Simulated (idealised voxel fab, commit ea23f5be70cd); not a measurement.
process module | voxel transistor to metal
cross-section cut | 250 nm wide | cells 5 nm
A cross-section is a grid of square cells, given in bands from the top down. A band is one or more rows of cells.
Each band's line starts with the height of the band's top and of its bottom, in nm. Then come its materials from left to right, each with its width in nm. One material with "throughout" fills the band from edge to edge. "air" is empty space.
Height 0 is the level under which the wafer as received is all one material. The lowest band goes on downwards, as in "0 down".
A width such as "30 to 40" changes by the same amount from each row of cells to the next, from the band's top row to its bottom row.
"no change" after a step means that no cell of the cross-section changed.
closed voids: empty space of 8 cells or more with no open way to the top, each as width x height at its distance from the left edge, in nm
after a step's settings: what the simulator itself notes on the step
overlay nm, on a step with a mask: how far to the right of its planned place the mask lay; to the left if negative
plan
1 op RECEIVE | material Si
2 op CONFORMAL_DEP | material SiO2 | thk nm 5
3 op CONFORMAL_DEP | material SiN | thk nm 10
4 op PATTERN | tone cover | mask id ACTIVE | material resist | width nm 95 | pitch nm 125 | thk nm 15 | overlay nm 0
5 op DIRECTIONAL_ETCH | etch materials SiN | depth nm 10
6 op DIRECTIONAL_ETCH | etch materials SiO2 | depth nm 5
7 op DIRECTIONAL_ETCH | etch materials Si | depth nm 25
8 op STRIP | etch materials resist
9 op FILL_DEP | material SiO2 | thk nm 5
10 op CMP | height nm 15
11 op SELECTIVE_ETCH | etch materials SiO2 | depth nm 5
12 op STRIP | etch materials SiN
13 op SELECTIVE_ETCH | etch materials SiO2 | depth nm 5
14 op OXIDIZE | depth nm 5
15 op DIRECTIONAL_DEP | material polySi | thk nm 25
16 op DIRECTIONAL_DEP | material SiCN | thk nm 15
17 op PATTERN | tone cover | mask id GATE | material resist | width nm 25 | pitch nm 125 | thk nm 20 | overlay nm 0
18 op DIRECTIONAL_ETCH | etch materials SiCN | depth nm 25
19 op DIRECTIONAL_ETCH | etch materials polySi | depth nm 35
20 op STRIP | etch materials resist
21 op CONFORMAL_DEP | material SiO2 | thk nm 5
22 op DIRECTIONAL_ETCH | etch materials SiO2 | depth nm 5
23 op CONFORMAL_DEP | material SiN | thk nm 10
24 op DIRECTIONAL_ETCH | etch materials SiN | depth nm 10
25 op DIRECTIONAL_ETCH | etch materials SiO2 | depth nm 5
26 op DIRECTIONAL_ETCH | etch materials Si | depth nm 5
27 op EPI | material pSi | thk nm 10
28 op FILL_DEP | material SiO2 | thk nm 10
29 op CMP | height nm 40
30 op DIRECTIONAL_DEP | material SiO2 | thk nm 15
31 op DIRECTIONAL_DEP | material aC | thk nm 10
32 op PATTERN | tone open | mask id CONTACT | material resist | width nm 25 | thk nm 25 | overlay nm 0
33 op DIRECTIONAL_ETCH | etch materials aC | depth nm 10
34 op STRIP | etch materials resist
35 op DIRECTIONAL_ETCH | etch materials SiO2 | depth nm 50
36 op STRIP | etch materials aC
37 op CONFORMAL_DEP | material TiN | thk nm 5
38 op FILL_DEP | material Ru | thk nm 5
39 op CMP | height nm 55
40 op DIRECTIONAL_DEP | material TiN | thk nm 5
41 op DIRECTIONAL_DEP | material Ru | thk nm 25
42 op MASKED_ETCH | tone cover | mask id METAL_1 | width nm 15 | etch materials Ru | depth nm 25 | overlay nm 0
43 op MASKED_ETCH | tone cover | mask id METAL_1 | width nm 15 | etch materials TiN | depth nm 5 | overlay nm 0
44 op CONFORMAL_DEP | material SiN | thk nm 5
45 op FILL_DEP | material lowk | thk nm 10
46 op CMP | height nm 85
47 op CONFORMAL_DEP | material SiCN | thk nm 5
48 op DIRECTIONAL_DEP | material lowk | thk nm 30
49 op MASKED_ETCH | tone open | mask id METAL_2 | width nm 15 | pitch nm 125 | etch materials lowk | depth nm 20 | overlay nm 0
50 op DIRECTIONAL_DEP | material aC | thk nm 15
51 op PATTERN | tone open | mask id METAL_2_HOLES | material resist | width nm 15 | pitch nm 125 | thk nm 30 | overlay nm 0
52 op DIRECTIONAL_ETCH | etch materials aC | depth nm 15
53 op STRIP | etch materials resist
54 op DIRECTIONAL_ETCH | etch materials lowk | depth nm 10
55 op DIRECTIONAL_ETCH | etch materials SiCN | depth nm 5
56 op STRIP | etch materials aC
57 op CONFORMAL_DEP | material TiN | thk nm 5
58 op FILL_DEP | material Ru | thk nm 5
59 op CMP | height nm 120
60 op CONFORMAL_DEP | material SiN | thk nm 5
as received, after step 1
  0 down: Si throughout
  closed voids: none
first wafer at the end, as planned
  125 to 120: SiN throughout
  120 to 90: lowk 20 | TiN 5 | Ru 5 | TiN 5 | lowk 110 | TiN 5 | Ru 5 | TiN 5 | lowk 90
  90 to 85: SiCN 20 | TiN 15 | SiCN 110 | TiN 15 | SiCN 90
  85 to 60: lowk 15 | SiN 5 | Ru 15 | SiN 5 | lowk 45 | SiN 5 | Ru 15 | SiN 5 | lowk 30 | SiN 5 | Ru 15 | SiN 5 | lowk 45 | SiN 5 | Ru 15 | SiN 5 | lowk 15
  60 to 55: SiN 20 | TiN 15 | SiN 55 | TiN 15 | SiN 40 | TiN 15 | SiN 55 | TiN 15 | SiN 20
  55 to 45: SiO2 20 | TiN 5 | Ru 15 | TiN 5 | SiO2 35 | TiN 5 | Ru 15 | TiN 5 | SiO2 40 | TiN 5 | Ru 15 | TiN 5 | SiO2 35 | TiN 5 | Ru 15 | TiN 5 | SiO2 20
  45 to 40: SiO2 20 | TiN 5 | Ru 5 | TiN 15 | SiO2 35 | TiN 15 | Ru 5 | TiN 5 | SiO2 40 | TiN 5 | Ru 5 | TiN 15 | SiO2 35 | TiN 15 | Ru 5 | TiN 5 | SiO2 20
  40 to 25: SiO2 20 | TiN 5 | Ru 5 | TiN 5 | SiN 10 | SiO2 5 | SiCN 25 | SiO2 5 | SiN 10 | TiN 5 | Ru 5 | TiN 5 | SiO2 40 | TiN 5 | Ru 5 | TiN 5 | SiN 10 | SiO2 5 | SiCN 25 | SiO2 5 | SiN 10 | TiN 5 | Ru 5 | TiN 5 | SiO2 20
  25 to 10: SiO2 20 | TiN 5 | Ru 5 | TiN 5 | SiN 10 | SiO2 5 | polySi 25 | SiO2 5 | SiN 10 | TiN 5 | Ru 5 | TiN 5 | SiO2 40 | TiN 5 | Ru 5 | TiN 5 | SiN 10 | SiO2 5 | polySi 25 | SiO2 5 | SiN 10 | TiN 5 | Ru 5 | TiN 5 | SiO2 20
  10 to 5: SiO2 20 | TiN 15 | SiN 10 | SiO2 5 | polySi 25 | SiO2 5 | SiN 10 | TiN 15 | SiO2 40 | TiN 15 | SiN 10 | SiO2 5 | polySi 25 | SiO2 5 | SiN 10 | TiN 15 | SiO2 20
  5 to 0: SiO2 15 | SiN 10 | pSi 10 | SiN 10 | SiO2 5 | polySi 25 | SiO2 5 | SiN 10 | pSi 10 | SiN 10 | SiO2 30 | SiN 10 | pSi 10 | SiN 10 | SiO2 5 | polySi 25 | SiO2 5 | SiN 10 | pSi 10 | SiN 10 | SiO2 15
  0 to -5: SiO2 25 | pSi 10 | SiO2 55 | pSi 10 | SiO2 50 | pSi 10 | SiO2 55 | pSi 10 | SiO2 25
  -5 to -10: SiO2 15 | Si 10 | pSi 10 | Si 55 | pSi 10 | Si 10 | SiO2 30 | Si 10 | pSi 10 | Si 55 | pSi 10 | Si 10 | SiO2 15
  -10 to -25: SiO2 15 | Si 95 | SiO2 30 | Si 95 | SiO2 15
  -25 down: Si throughout
  closed voids: none
second wafer at the end: like start, like plan, one mistake
  125 to 120: SiN throughout
  120 to 90: Ru throughout
  90 to 85: SiCN throughout
  85 to 60: lowk 15 | SiN 5 | Ru 15 | SiN 5 | lowk 45 | SiN 5 | Ru 15 | SiN 5 | lowk 30 | SiN 5 | Ru 15 | SiN 5 | lowk 45 | SiN 5 | Ru 15 | SiN 5 | lowk 15
  60 to 55: SiN 20 | TiN 15 | SiN 55 | TiN 15 | SiN 40 | TiN 15 | SiN 55 | TiN 15 | SiN 20
  55 to 45: SiO2 20 | TiN 5 | Ru 15 | TiN 5 | SiO2 35 | TiN 5 | Ru 15 | TiN 5 | SiO2 40 | TiN 5 | Ru 15 | TiN 5 | SiO2 35 | TiN 5 | Ru 15 | TiN 5 | SiO2 20
  45 to 40: SiO2 20 | TiN 5 | Ru 5 | TiN 15 | SiO2 35 | TiN 15 | Ru 5 | TiN 5 | SiO2 40 | TiN 5 | Ru 5 | TiN 15 | SiO2 35 | TiN 15 | Ru 5 | TiN 5 | SiO2 20
  40 to 25: SiO2 20 | TiN 5 | Ru 5 | TiN 5 | SiN 10 | SiO2 5 | SiCN 25 | SiO2 5 | SiN 10 | TiN 5 | Ru 5 | TiN 5 | SiO2 40 | TiN 5 | Ru 5 | TiN 5 | SiN 10 | SiO2 5 | SiCN 25 | SiO2 5 | SiN 10 | TiN 5 | Ru 5 | TiN 5 | SiO2 20
  25 to 10: SiO2 20 | TiN 5 | Ru 5 | TiN 5 | SiN 10 | SiO2 5 | polySi 25 | SiO2 5 | SiN 10 | TiN 5 | Ru 5 | TiN 5 | SiO2 40 | TiN 5 | Ru 5 | TiN 5 | SiN 10 | SiO2 5 | polySi 25 | SiO2 5 | SiN 10 | TiN 5 | Ru 5 | TiN 5 | SiO2 20
  10 to 5: SiO2 20 | TiN 15 | SiN 10 | SiO2 5 | polySi 25 | SiO2 5 | SiN 10 | TiN 15 | SiO2 40 | TiN 15 | SiN 10 | SiO2 5 | polySi 25 | SiO2 5 | SiN 10 | TiN 15 | SiO2 20
  5 to 0: SiO2 15 | SiN 10 | pSi 10 | SiN 10 | SiO2 5 | polySi 25 | SiO2 5 | SiN 10 | pSi 10 | SiN 10 | SiO2 30 | SiN 10 | pSi 10 | SiN 10 | SiO2 5 | polySi 25 | SiO2 5 | SiN 10 | pSi 10 | SiN 10 | SiO2 15
  0 to -5: SiO2 25 | pSi 10 | SiO2 55 | pSi 10 | SiO2 50 | pSi 10 | SiO2 55 | pSi 10 | SiO2 25
  -5 to -10: SiO2 15 | Si 10 | pSi 10 | Si 55 | pSi 10 | Si 10 | SiO2 30 | Si 10 | pSi 10 | Si 55 | pSi 10 | Si 10 | SiO2 15
  -10 to -25: SiO2 15 | Si 95 | SiO2 30 | Si 95 | SiO2 15
  -25 down: Si throughout
  closed voids: none
what went wrong: step 48 ran as: op DIRECTIONAL_DEP | material Ru | thk nm 30
at the end the second wafer has, in cells: 288 more of Ru | 6 more of SiCN | 30 fewer of TiN | 264 fewer of lowk
